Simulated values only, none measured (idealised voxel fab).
Process module under the name voxel ribs on slabs
Xsec cut, 175 nm wide, square cell size 5 nm.
The cross-sections in this document take the form of a grid made of square cells. They are written out as bands, in order from top to bottom. Each band consists of one or more rows of cells. Each band's line starts with the height of the band's top and of its bottom, in nm. Then come its materials from left to right, each with its width in nm. One material with "everywhere" fills the band from edge to edge. "empty" is empty space. Height 0 is the level under which the wafer as received is all one material. The lowest band goes on downwards, as in "0..down". A width given as "30 to 40" starts at the first number in the band's top row and ends at the second number in its bottom row, shifting by an equal amount at every step from row to row. For the purposes of this document, the phrase "nothing different" attached to a step denotes that no cell within the cross-section was modified by that step. So "Closed void inventory" is basically the list of trapped voids: any empty space of 8 cells or more that can't reach the top through an opening. They're written width x height at distance, the distance being from the left edge, and it's all nm. Formally, on a step line, whatever follows the settings is a remark that the simulator itself makes on the step. overlay nm: on a step with a mask, how far right of its planned place the mask lay; negative means left.
**Process steps foreseen in the plan**
1 RECEIVE, material Si
2 DIRECTIONAL_DEP, material SiO2, thk nm 30
3 DIRECTIONAL_DEP, material SiN, thk nm 20
4 PATTERN, tone cover, mask id RIB, material resist, width nm 25, thk nm 20, overlay nm 0
5 DIRECTIONAL_ETCH, etch materials SiN, depth nm 10
6 STRIP, etch materials resist
7 PATTERN, tone cover, mask id SLAB, material resist, width nm 65, thk nm 15, overlay nm 0
8 DIRECTIONAL_ETCH, etch materials SiN, depth nm 10
9 STRIP, etch materials resist
10 FILL_DEP, material SiO2, thk nm 20
11 CMP, height nm 65
12 DIRECTIONAL_DEP, material W, thk nm 10
13 MASKED_ETCH, tone cover, mask id HEATER, width nm 35, etch materials W, depth nm 10, overlay nm 0
14 CONFORMAL_DEP, material SiN, thk nm 5
**What follows covers the first of two wafers; it ran as planned**
**Cross-section of the wafer at receipt, which is the condition after step 1**
* 0..down = Si everywhere
* Closed void inventory: none
**Take a look at the wafer's cross-section after step 2**
* 30..0 = SiO2 everywhere
* No changes below 0.
**Take a look at the wafer's cross-section after step 3**
* 50..30 = SiN everywhere
* No changes below 30.
**Take a look at the wafer's cross-section after step 4**
* 70..50 = 75 of empty, then 25 of resist, then 75 of empty
* No changes below 50.
**Take a look at the wafer's cross-section after step 5**
* 70..50 = 75 of empty, then 25 of resist, then 75 of empty
* 50..40 = 75 of empty, then 25 of SiN, then 75 of empty
* No changes below 40.
**Take a look at the wafer's cross-section after step 6**
* 50..40 = 75 of empty, then 25 of SiN, then 75 of empty
* No changes below 40.
**Take a look at the wafer's cross-section after step 7**
* 65..50 = 55 of empty, then 65 of resist, then 55 of empty
* 50..40 = 55 of empty, then 20 of resist, then 25 of SiN, then 20 of resist, then 55 of empty
* No changes below 40.
**Take a look at the wafer's cross-section after step 8**
* 65..50 = 55 of empty, then 65 of resist, then 55 of empty
* 50..40 = 55 of empty, then 20 of resist, then 25 of SiN, then 20 of resist, then 55 of empty
* 40..30 = 55 of empty, then 65 of SiN, then 55 of empty
* No changes below 30.
**Take a look at the wafer's cross-section after step 9**
* 50..40 = 75 of empty, then 25 of SiN, then 75 of empty
* No changes below 40.
**Take a look at the wafer's cross-section after step 10**
* 70..50 = SiO2 everywhere
* 50..40 = 75 of SiO2, then 25 of SiN, then 75 of SiO2
* 40..30 = 55 of SiO2, then 65 of SiN, then 55 of SiO2
* No changes below 30.
**Take a look at the wafer's cross-section after step 11**
* 65..50 = SiO2 everywhere
* No changes below 50.
**Take a look at the wafer's cross-section after step 12**
* 75..65 = W everywhere
* No changes below 65.
**Take a look at the wafer's cross-section after step 13**
* 75..65 = 70 of empty, then 35 of W, then 70 of empty
* No changes below 65.
**Take a look at the wafer's cross-section after step 14**
* 80..75 = 65 of empty, then 45 of SiN, then 65 of empty
* 75..70 = 65 of empty, then 5 of SiN, then 35 of W, then 5 of SiN, then 65 of empty
* 70..65 = 70 of SiN, then 35 of W, then 70 of SiN
* No changes below 65.
**What follows concerns the second wafer, which started out like the first and was meant to follow the very same plan; one mistake crept in when it was run, but everything up to and including step 1 is the same as for the first wafer**
**Look at the second wafer in cross-section at the time step 2 ought to have finished**
* 20..0 = SiN everywhere
* No changes below 0.
**Look at the second wafer in cross-section at the time step 3 ought to have finished**
* 50..20 = SiO2 everywhere
* No changes below 20.
**Look at the second wafer in cross-section at the time step 4 ought to have finished**
* 70..50 = 75 of empty, then 25 of resist, then 75 of empty
* No changes below 50.
Look at the second wafer in cross-section at the time step 5 ought to have finished: nothing different
**Look at the second wafer in cross-section at the time step 6 ought to have finished**
* 50..20 = SiO2 everywhere
* No changes below 20.
**Look at the second wafer in cross-section at the time step 7 ought to have finished**
* 65..50 = 55 of empty, then 65 of resist, then 55 of empty
* No changes below 50.
Look at the second wafer in cross-section at the time step 8 ought to have finished: nothing different
**Look at the second wafer in cross-section at the time step 9 ought to have finished**
* 50..20 = SiO2 everywhere
* No changes below 20.
**Look at the second wafer in cross-section at the time step 10 ought to have finished**
* 70..20 = SiO2 everywhere
* No changes below 20.
**Look at the second wafer in cross-section at the time step 11 ought to have finished**
* 65..20 = SiO2 everywhere
* No changes below 20.
**Look at the second wafer in cross-section at the time step 12 ought to have finished**
* 75..65 = W everywhere
* No changes below 65.
**Look at the second wafer in cross-section at the time step 13 ought to have finished**
* 75..65 = 70 of empty, then 35 of W, then 70 of empty
* No changes below 65.
**Look at the second wafer in cross-section at the time step 14 ought to have finished**
* 80..75 = 65 of empty, then 45 of SiN, then 65 of empty
* 75..70 = 65 of empty, then 5 of SiN, then 35 of W, then 5 of SiN, then 65 of empty
* 70..65 = 70 of SiN, then 35 of W, then 70 of SiN
* No changes below 65.
Deviation from plan: steps 2 and 3 run out of order (swapped)
End check, counted in cells, second wafer has more or fewer of these materials than the first: SiN: 104 more, SiO2: 104 fewer
